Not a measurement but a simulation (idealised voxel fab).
The process module that follows is named voxel wiring stack.
We display cut, a cross-section 275 nm in width whose square cells are each 5 nm.
Reading order for cross-sections: top band down to bottom band. Underlying form: a grid of square cells. Band size: one or more rows of cells.
Top, bottom (nm), then materials left to right with widths (nm); lone material tagged "throughout" fills the whole band edge to edge; "empty" = empty space.
Basically, 0 is our baseline, since under it the wafer straight out of the box is all one material. The bottom band has no lower end and keeps on going down, so it looks like "top 0, no bottom".
Width: "30->40" (first number = top row, second number = bottom row, same change from row to row of cells).
"no modification", as given for a step, is the statement that not any cell of the cross-section underwent a change during that step.
The list in "Unvented internal voids" covers empty spaces of 8 cells or more that cannot reach the top through any open way, and it gives each as width x height at distance; the distance is from the left edge, and width, height and distance are in nm.
Post-settings text on a step line: simulator's own remark regarding the step.
Regarding "overlay nm": on a step with a mask, it is the distance the mask lay to the right of its planned place; a negative value places it to the left.
-- Planned process steps
step 1: RECEIVE | material Si
step 2: CONFORMAL_DEP | material SiO2 | thk nm 10
step 3: DIRECTIONAL_DEP | material TiN | thk nm 5
step 4: DIRECTIONAL_DEP | material Ru | thk nm 20
step 5: DIRECTIONAL_DEP | material aC | thk nm 10
step 6: PATTERN | tone cover | mask id METAL_1 | material resist | width nm 25 | pitch nm 40 | thk nm 25 | overlay nm 0
step 7: DIRECTIONAL_ETCH | etch materials aC | depth nm 10
step 8: STRIP | etch materials resist
step 9: DIRECTIONAL_ETCH | etch materials Ru | depth nm 20
step 10: DIRECTIONAL_ETCH | etch materials TiN | depth nm 5
step 11: STRIP | etch materials aC
step 12: CONFORMAL_DEP | material SiN | thk nm 5
step 13: FILL_DEP | material lowk | thk nm 5
step 14: CMP | height nm 35
step 15: CONFORMAL_DEP | material SiCN | thk nm 5
step 16: DIRECTIONAL_DEP | material lowk | thk nm 20
step 17: PATTERN | tone open | mask id PLUG_1 | material resist | width nm 15 | pitch nm 80 | thk nm 20 | overlay nm 0
step 18: DIRECTIONAL_ETCH | etch materials lowk | depth nm 20
step 19: DIRECTIONAL_ETCH | etch materials SiCN | depth nm 5
step 20: STRIP | etch materials resist
step 21: EPI | material Ru | thk nm 10
step 22: EPI | material Ru | thk nm 10
step 23: EPI | material Ru | thk nm 5
step 24: DIRECTIONAL_DEP | material TiN | thk nm 5
step 25: DIRECTIONAL_DEP | material W | thk nm 25
step 26: DIRECTIONAL_DEP | material aC | thk nm 10
step 27: PATTERN | tone cover | mask id METAL_2 | material resist | width nm 25 | pitch nm 40 | thk nm 30 | overlay nm 0
step 28: DIRECTIONAL_ETCH | etch materials aC | depth nm 10
step 29: STRIP | etch materials resist
step 30: DIRECTIONAL_ETCH | etch materials W | depth nm 25
step 31: DIRECTIONAL_ETCH | etch materials TiN | depth nm 5
step 32: STRIP | etch materials aC
step 33: FILL_DEP | material lowk | thk nm 10
step 34: CMP | height nm 90
step 35: CONFORMAL_DEP | material SiN | thk nm 5
-- First of two wafers - as planned
-- Wafer as received: cross-section following step 1
* top 0, no bottom: Si throughout
* Unvented internal voids: none
-- Cross-section through the wafer, step 2 finished
* top 10, bottom 0: SiO2 throughout
* Heights below 0 show no change.
-- Cross-section through the wafer, step 3 finished
* top 15, bottom 10: TiN throughout
* Heights below 10 show no change.
-- Cross-section through the wafer, step 4 finished
* top 35, bottom 15: Ru throughout
* Heights below 15 show no change.
-- Cross-section through the wafer, step 5 finished
* top 45, bottom 35: aC throughout
* Heights below 35 show no change.
-- Cross-section through the wafer, step 6 finished
* top 70, bottom 45: 65 of empty; 25 of resist; 15 of empty; 25 of resist; 15 of empty; 25 of resist; 15 of empty; 25 of resist; 65 of empty
* Heights below 45 show no change.
-- Cross-section through the wafer, step 7 finished
* top 60, bottom 45: 65 of empty; 25 of resist; 15 of empty; 25 of resist; 15 of empty; 25 of resist; 15 of empty; 25 of resist; 65 of empty
* top 45, bottom 35: 65 of empty; 25 of aC; 15 of empty; 25 of aC; 15 of empty; 25 of aC; 15 of empty; 25 of aC; 65 of empty
* Heights below 35 show no change.
-- Cross-section through the wafer, step 8 finished
* top 45, bottom 35: 65 of empty; 25 of aC; 15 of empty; 25 of aC; 15 of empty; 25 of aC; 15 of empty; 25 of aC; 65 of empty
* Heights below 35 show no change.
-- Cross-section through the wafer, step 9 finished
* top 45, bottom 35: 65 of empty; 25 of aC; 15 of empty; 25 of aC; 15 of empty; 25 of aC; 15 of empty; 25 of aC; 65 of empty
* top 35, bottom 15: 65 of empty; 25 of Ru; 15 of empty; 25 of Ru; 15 of empty; 25 of Ru; 15 of empty; 25 of Ru; 65 of empty
* Heights below 15 show no change.
-- Cross-section through the wafer, step 10 finished
* top 45, bottom 35: 65 of empty; 25 of aC; 15 of empty; 25 of aC; 15 of empty; 25 of aC; 15 of empty; 25 of aC; 65 of empty
* top 35, bottom 15: 65 of empty; 25 of Ru; 15 of empty; 25 of Ru; 15 of empty; 25 of Ru; 15 of empty; 25 of Ru; 65 of empty
* top 15, bottom 10: 65 of empty; 25 of TiN; 15 of empty; 25 of TiN; 15 of empty; 25 of TiN; 15 of empty; 25 of TiN; 65 of empty
* Heights below 10 show no change.
-- Cross-section through the wafer, step 11 finished
* top 35, bottom 15: 65 of empty; 25 of Ru; 15 of empty; 25 of Ru; 15 of empty; 25 of Ru; 15 of empty; 25 of Ru; 65 of empty
* Heights below 15 show no change.
-- Cross-section through the wafer, step 12 finished
* top 40, bottom 35: 60 of empty; 35 of SiN; 5 of empty; 35 of SiN; 5 of empty; 35 of SiN; 5 of empty; 35 of SiN; 60 of empty
* top 35, bottom 15: 60 of empty; 5 of SiN; 25 of Ru; 5 of SiN; 5 of empty; 5 of SiN; 25 of Ru; 5 of SiN; 5 of empty; 5 of SiN; 25 of Ru; 5 of SiN; 5 of empty; 5 of SiN; 25 of Ru; 5 of SiN; 60 of empty
* top 15, bottom 10: 65 of SiN; 25 of TiN; 15 of SiN; 25 of TiN; 15 of SiN; 25 of TiN; 15 of SiN; 25 of TiN; 65 of SiN
* Heights below 10 show no change.
-- Cross-section through the wafer, step 13 finished
* top 45, bottom 40: lowk throughout
* top 40, bottom 35: 60 of lowk; 35 of SiN; 5 of lowk; 35 of SiN; 5 of lowk; 35 of SiN; 5 of lowk; 35 of SiN; 60 of lowk
* top 35, bottom 15: 60 of lowk; 5 of SiN; 25 of Ru; 5 of SiN; 5 of lowk; 5 of SiN; 25 of Ru; 5 of SiN; 5 of lowk; 5 of SiN; 25 of Ru; 5 of SiN; 5 of lowk; 5 of SiN; 25 of Ru; 5 of SiN; 60 of lowk
* Heights below 15 show no change.
-- Cross-section through the wafer, step 14 finished
* top 35, bottom 15: 60 of lowk; 5 of SiN; 25 of Ru; 5 of SiN; 5 of lowk; 5 of SiN; 25 of Ru; 5 of SiN; 5 of lowk; 5 of SiN; 25 of Ru; 5 of SiN; 5 of lowk; 5 of SiN; 25 of Ru; 5 of SiN; 60 of lowk
* Heights below 15 show no change.
-- Cross-section through the wafer, step 15 finished
* top 40, bottom 35: SiCN throughout
* Heights below 35 show no change.
-- Cross-section through the wafer, step 16 finished
* top 60, bottom 40: lowk throughout
* Heights below 40 show no change.
-- Cross-section through the wafer, step 17 finished
* top 80, bottom 60: 65 of resist; 15 of empty; 65 of resist; 15 of empty; 115 of resist
* Heights below 60 show no change.
-- Cross-section through the wafer, step 18 finished
* top 80, bottom 60: 65 of resist; 15 of empty; 65 of resist; 15 of empty; 115 of resist
* top 60, bottom 40: 65 of lowk; 15 of empty; 65 of lowk; 15 of empty; 115 of lowk
* Heights below 40 show no change.
-- Cross-section through the wafer, step 19 finished
* top 80, bottom 60: 65 of resist; 15 of empty; 65 of resist; 15 of empty; 115 of resist
* top 60, bottom 40: 65 of lowk; 15 of empty; 65 of lowk; 15 of empty; 115 of lowk
* top 40, bottom 35: 65 of SiCN; 15 of empty; 65 of SiCN; 15 of empty; 115 of SiCN
* Heights below 35 show no change.
-- Cross-section through the wafer, step 20 finished
* top 60, bottom 40: 65 of lowk; 15 of empty; 65 of lowk; 15 of empty; 115 of lowk
* Heights below 40 show no change.
-- Cross-section through the wafer, step 21 finished
* top 60, bottom 45: 65 of lowk; 15 of empty; 65 of lowk; 15 of empty; 115 of lowk
* top 45, bottom 40: 65 of lowk; 15 of Ru; 65 of lowk; 15 of Ru; 115 of lowk
* top 40, bottom 35: 65 of SiCN; 15 of Ru; 65 of SiCN; 15 of Ru; 115 of SiCN
* Heights below 35 show no change.
-- Cross-section through the wafer, step 22 finished
* top 60, bottom 55: 65 of lowk; 15 of empty; 65 of lowk; 15 of empty; 115 of lowk
* top 55, bottom 40: 65 of lowk; 15 of Ru; 65 of lowk; 15 of Ru; 115 of lowk
* Heights below 40 show no change.
-- Cross-section through the wafer, step 23 finished
* top 60, bottom 40: 65 of lowk; 15 of Ru; 65 of lowk; 15 of Ru; 115 of lowk
* Heights below 40 show no change.
-- Cross-section through the wafer, step 24 finished
* top 65, bottom 60: TiN throughout
* Heights below 60 show no change.
-- Cross-section through the wafer, step 25 finished
* top 90, bottom 65: W throughout
* Heights below 65 show no change.
-- Cross-section through the wafer, step 26 finished
* top 100, bottom 90: aC throughout
* Heights below 90 show no change.
-- Cross-section through the wafer, step 27 finished
* top 130, bottom 100: 65 of empty; 25 of resist; 15 of empty; 25 of resist; 15 of empty; 25 of resist; 15 of empty; 25 of resist; 65 of empty
* Heights below 100 show no change.
-- Cross-section through the wafer, step 28 finished
* top 120, bottom 100: 65 of empty; 25 of resist; 15 of empty; 25 of resist; 15 of empty; 25 of resist; 15 of empty; 25 of resist; 65 of empty
* top 100, bottom 90: 65 of empty; 25 of aC; 15 of empty; 25 of aC; 15 of empty; 25 of aC; 15 of empty; 25 of aC; 65 of empty
* Heights below 90 show no change.
-- Cross-section through the wafer, step 29 finished
* top 100, bottom 90: 65 of empty; 25 of aC; 15 of empty; 25 of aC; 15 of empty; 25 of aC; 15 of empty; 25 of aC; 65 of empty
* Heights below 90 show no change.
-- Cross-section through the wafer, step 30 finished
* top 100, bottom 90: 65 of empty; 25 of aC; 15 of empty; 25 of aC; 15 of empty; 25 of aC; 15 of empty; 25 of aC; 65 of empty
* top 90, bottom 65: 65 of empty; 25 of W; 15 of empty; 25 of W; 15 of empty; 25 of W; 15 of empty; 25 of W; 65 of empty
* Heights below 65 show no change.
-- Cross-section through the wafer, step 31 finished
* top 100, bottom 90: 65 of empty; 25 of aC; 15 of empty; 25 of aC; 15 of empty; 25 of aC; 15 of empty; 25 of aC; 65 of empty
* top 90, bottom 65: 65 of empty; 25 of W; 15 of empty; 25 of W; 15 of empty; 25 of W; 15 of empty; 25 of W; 65 of empty
* top 65, bottom 60: 65 of empty; 25 of TiN; 15 of empty; 25 of TiN; 15 of empty; 25 of TiN; 15 of empty; 25 of TiN; 65 of empty
* Heights below 60 show no change.
-- Cross-section through the wafer, step 32 finished
* top 90, bottom 65: 65 of empty; 25 of W; 15 of empty; 25 of W; 15 of empty; 25 of W; 15 of empty; 25 of W; 65 of empty
* Heights below 65 show no change.
-- Cross-section through the wafer, step 33 finished
* top 100, bottom 90: lowk throughout
* top 90, bottom 65: 65 of lowk; 25 of W; 15 of lowk; 25 of W; 15 of lowk; 25 of W; 15 of lowk; 25 of W; 65 of lowk
* top 65, bottom 60: 65 of lowk; 25 of TiN; 15 of lowk; 25 of TiN; 15 of lowk; 25 of TiN; 15 of lowk; 25 of TiN; 65 of lowk
* Heights below 60 show no change.
-- Cross-section through the wafer, step 34 finished
* top 90, bottom 65: 65 of lowk; 25 of W; 15 of lowk; 25 of W; 15 of lowk; 25 of W; 15 of lowk; 25 of W; 65 of lowk
* Heights below 65 show no change.
-- Cross-section through the wafer, step 35 finished
* top 95, bottom 90: SiN throughout
* Heights below 90 show no change.
-- Companion wafer, the second of two: same beginning, same intended sequence, one mistake in carrying it out; through step 14 inclusive it tracks the first exactly
-- Cross-section: second wafer, time at which step 15 was scheduled to end
* top 40, bottom 35: SiO2 throughout
* Heights below 35 show no change.
-- Cross-section: second wafer, time at which step 16 was scheduled to end
* top 60, bottom 40: lowk throughout
* Heights below 40 show no change.
-- Cross-section: second wafer, time at which step 17 was scheduled to end
* top 80, bottom 60: 65 of resist; 15 of empty; 65 of resist; 15 of empty; 115 of resist
* Heights below 60 show no change.
-- Cross-section: second wafer, time at which step 18 was scheduled to end
* top 80, bottom 60: 65 of resist; 15 of empty; 65 of resist; 15 of empty; 115 of resist
* top 60, bottom 40: 65 of lowk; 15 of empty; 65 of lowk; 15 of empty; 115 of lowk
* Heights below 40 show no change.
Cross-section: second wafer, time at which step 19 was scheduled to end: no modification
-- Cross-section: second wafer, time at which step 20 was scheduled to end
* top 60, bottom 40: 65 of lowk; 15 of empty; 65 of lowk; 15 of empty; 115 of lowk
* Heights below 40 show no change.
Cross-section: second wafer, time at which step 21 was scheduled to end: no modification
Cross-section: second wafer, time at which step 22 was scheduled to end: no modification
Cross-section: second wafer, time at which step 23 was scheduled to end: no modification
-- Cross-section: second wafer, time at which step 24 was scheduled to end
* top 65, bottom 60: 65 of TiN; 15 of empty; 65 of TiN; 15 of empty; 115 of TiN
* top 60, bottom 45: 65 of lowk; 15 of empty; 65 of lowk; 15 of empty; 115 of lowk
* top 45, bottom 40: 65 of lowk; 15 of TiN; 65 of lowk; 15 of TiN; 115 of lowk
* Heights below 40 show no change.
-- Cross-section: second wafer, time at which step 25 was scheduled to end
* top 90, bottom 70: 65 of W; 15 of empty; 65 of W; 15 of empty; 115 of W
* top 70, bottom 65: W throughout
* top 65, bottom 60: 65 of TiN; 15 of W; 65 of TiN; 15 of W; 115 of TiN
* top 60, bottom 45: 65 of lowk; 15 of W; 65 of lowk; 15 of W; 115 of lowk
* Heights below 45 show no change.
-- Cross-section: second wafer, time at which step 26 was scheduled to end
* top 100, bottom 90: 65 of aC; 15 of empty; 65 of aC; 15 of empty; 115 of aC
* top 90, bottom 80: 65 of W; 15 of empty; 65 of W; 15 of empty; 115 of W
* top 80, bottom 70: 65 of W; 15 of aC; 65 of W; 15 of aC; 115 of W
* Heights below 70 show no change.
-- Cross-section: second wafer, time at which step 27 was scheduled to end
* top 130, bottom 100: 65 of empty; 25 of resist; 15 of empty; 25 of resist; 15 of empty; 25 of resist; 15 of empty; 25 of resist; 65 of empty
* top 100, bottom 90: 65 of aC; 15 of resist; 65 of aC; 15 of resist; 115 of aC
* top 90, bottom 80: 65 of W; 15 of resist; 65 of W; 15 of resist; 115 of W
* Heights below 80 show no change.
-- Cross-section: second wafer, time at which step 28 was scheduled to end
* top 120, bottom 100: 65 of empty; 25 of resist; 15 of empty; 25 of resist; 15 of empty; 25 of resist; 15 of empty; 25 of resist; 65 of empty
* top 100, bottom 90: 65 of empty; 15 of resist; 10 of aC; 15 of empty; 25 of aC; 15 of empty; 15 of resist; 10 of aC; 15 of empty; 25 of aC; 65 of empty
* Heights below 90 show no change.
-- Cross-section: second wafer, time at which step 29 was scheduled to end
* top 100, bottom 90: 80 of empty; 10 of aC; 15 of empty; 25 of aC; 30 of empty; 10 of aC; 15 of empty; 25 of aC; 65 of empty
* top 90, bottom 80: 65 of W; 15 of empty; 65 of W; 15 of empty; 115 of W
* Heights below 80 show no change.
-- Cross-section: second wafer, time at which step 30 was scheduled to end
* top 100, bottom 90: 80 of empty; 10 of aC; 15 of empty; 25 of aC; 30 of empty; 10 of aC; 15 of empty; 25 of aC; 65 of empty
* top 90, bottom 80: 80 of empty; 10 of W; 15 of empty; 25 of W; 30 of empty; 10 of W; 15 of empty; 25 of W; 65 of empty
* top 80, bottom 70: 65 of empty; 15 of aC; 10 of W; 15 of empty; 25 of W; 15 of empty; 15 of aC; 10 of W; 15 of empty; 25 of W; 65 of empty
* top 70, bottom 65: 65 of empty; 25 of W; 15 of empty; 25 of W; 15 of empty; 25 of W; 15 of empty; 25 of W; 65 of empty
* Heights below 65 show no change.
-- Cross-section: second wafer, time at which step 31 was scheduled to end
* top 100, bottom 90: 80 of empty; 10 of aC; 15 of empty; 25 of aC; 30 of empty; 10 of aC; 15 of empty; 25 of aC; 65 of empty
* top 90, bottom 80: 80 of empty; 10 of W; 15 of empty; 25 of W; 30 of empty; 10 of W; 15 of empty; 25 of W; 65 of empty
* top 80, bottom 70: 65 of empty; 15 of aC; 10 of W; 15 of empty; 25 of W; 15 of empty; 15 of aC; 10 of W; 15 of empty; 25 of W; 65 of empty
* top 70, bottom 65: 65 of empty; 25 of W; 15 of empty; 25 of W; 15 of empty; 25 of W; 15 of empty; 25 of W; 65 of empty
* top 65, bottom 60: 65 of empty; 15 of W; 10 of TiN; 15 of empty; 25 of TiN; 15 of empty; 15 of W; 10 of TiN; 15 of empty; 25 of TiN; 65 of empty
* Heights below 60 show no change.
-- Cross-section: second wafer, time at which step 32 was scheduled to end
* top 90, bottom 70: 80 of empty; 10 of W; 15 of empty; 25 of W; 30 of empty; 10 of W; 15 of empty; 25 of W; 65 of empty
* Heights below 70 show no change.
-- Cross-section: second wafer, time at which step 33 was scheduled to end
* top 100, bottom 90: lowk throughout
* top 90, bottom 70: 80 of lowk; 10 of W; 15 of lowk; 25 of W; 30 of lowk; 10 of W; 15 of lowk; 25 of W; 65 of lowk
* top 70, bottom 65: 65 of lowk; 25 of W; 15 of lowk; 25 of W; 15 of lowk; 25 of W; 15 of lowk; 25 of W; 65 of lowk
* top 65, bottom 60: 65 of lowk; 15 of W; 10 of TiN; 15 of lowk; 25 of TiN; 15 of lowk; 15 of W; 10 of TiN; 15 of lowk; 25 of TiN; 65 of lowk
* Heights below 60 show no change.
-- Cross-section: second wafer, time at which step 34 was scheduled to end
* top 90, bottom 70: 80 of lowk; 10 of W; 15 of lowk; 25 of W; 30 of lowk; 10 of W; 15 of lowk; 25 of W; 65 of lowk
* Heights below 70 show no change.
-- Cross-section: second wafer, time at which step 35 was scheduled to end
* top 95, bottom 90: SiN throughout
* Heights below 90 show no change.
What was the processing mistake? step 15 went in with a setting other than planned; the actual run was CONFORMAL_DEP | material SiO2 | thk nm 5
The final cell counts differ between the wafers, with the second having more or fewer of some materials than the first: Ru: 30 fewer; SiCN: 49 fewer; SiO2: 55 more; lowk: 24 more
